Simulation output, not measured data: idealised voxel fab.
The process module presented herein is designated voxel quadruple lines.
It is cross-section cut that appears here, measuring 245 nm in width, its square cells being 5 nm in size.
Reading order for cross-sections: top band down to bottom band. Underlying form: a grid of square cells. Band size: one or more rows of cells. In this notation a band is specified by the heights of its top and bottom, in that order and in nm, after which its materials appear from left to right, each paired with its width in nm. The word "all across" attached to a single material means that material fills the band from edge to edge; the word "blank" stands for empty space. Height is counted from the level 0, under which the received wafer is composed throughout of one material. The lowest of the bands is not closed at the bottom but continues downward, in the notation "0..down". The expression "30 to 40" gives the width at the extremes of the band, the first number at its top row of cells and the second at its bottom row, with the width changing by equal amounts from each row to the next in between. Step marked "nothing different"? Then no cell in the cross-section changed in it. The entry titled "Cavities, closed" provides the empty spaces that have no open way to the top, restricted to those of 8 cells or more. Each is presented as width x height at distance, the distance being measured from the left edge, with all three in nm. Note: text after step settings on the step line = simulator remark on that step. For masked steps, "overlay nm" on the step line gives how far right of plan the mask actually lay; a minus sign means it lay to the left.
## plan
- 1: RECEIVE | material Si
- 2: CONFORMAL_DEP | material Al2O3 | thk nm 5
- 3: DIRECTIONAL_DEP | material TiN | thk nm 10
- 4: DIRECTIONAL_DEP | material polySi | thk nm 20
- 5: DIRECTIONAL_DEP | material aC | thk nm 20
- 6: PATTERN | tone cover | mask id MANDREL | material resist | width nm 20 | pitch nm 60 | thk nm 25 | overlay nm 0
- 7: DIRECTIONAL_ETCH | etch materials aC | depth nm 20
- 8: STRIP | etch materials resist
- 9: CONFORMAL_DEP | material SiO2 | thk nm 10
- 10: DIRECTIONAL_ETCH | etch materials SiO2 | depth nm 10
- 11: STRIP | etch materials aC
- 12: DIRECTIONAL_ETCH | etch materials polySi | depth nm 20
- 13: STRIP | etch materials SiO2
- 14: CONFORMAL_DEP | material SiCN | thk nm 5
- 15: DIRECTIONAL_ETCH | etch materials SiCN | depth nm 5
- 16: STRIP | etch materials polySi
- 17: DIRECTIONAL_ETCH | etch materials TiN | depth nm 10
- 18: STRIP | etch materials SiCN
- 19: FILL_DEP | material SiO2 | thk nm 5
- 20: CMP | height nm 15
## Cross-section of the incoming wafer, state after step 1
> 0..down: Si all across
> Cavities, closed: none
## Final cross-section, module run with one mistake (start and plan as above)
> 15..10: SiO2 all across
> 10..0: SiO2=65, then TiN=5, then SiO2=10, then TiN=5, then SiO2=10, then TiN=5, then SiO2=10, then TiN=5, then SiO2=10, then TiN=5, then SiO2=10, then TiN=5, then SiO2=10, then TiN=5, then SiO2=10, then TiN=5, then SiO2=70
> 0..down: Si all across
> Cavities, closed: none
what went wrong: step 2 of the plan got skipped, so it never ran
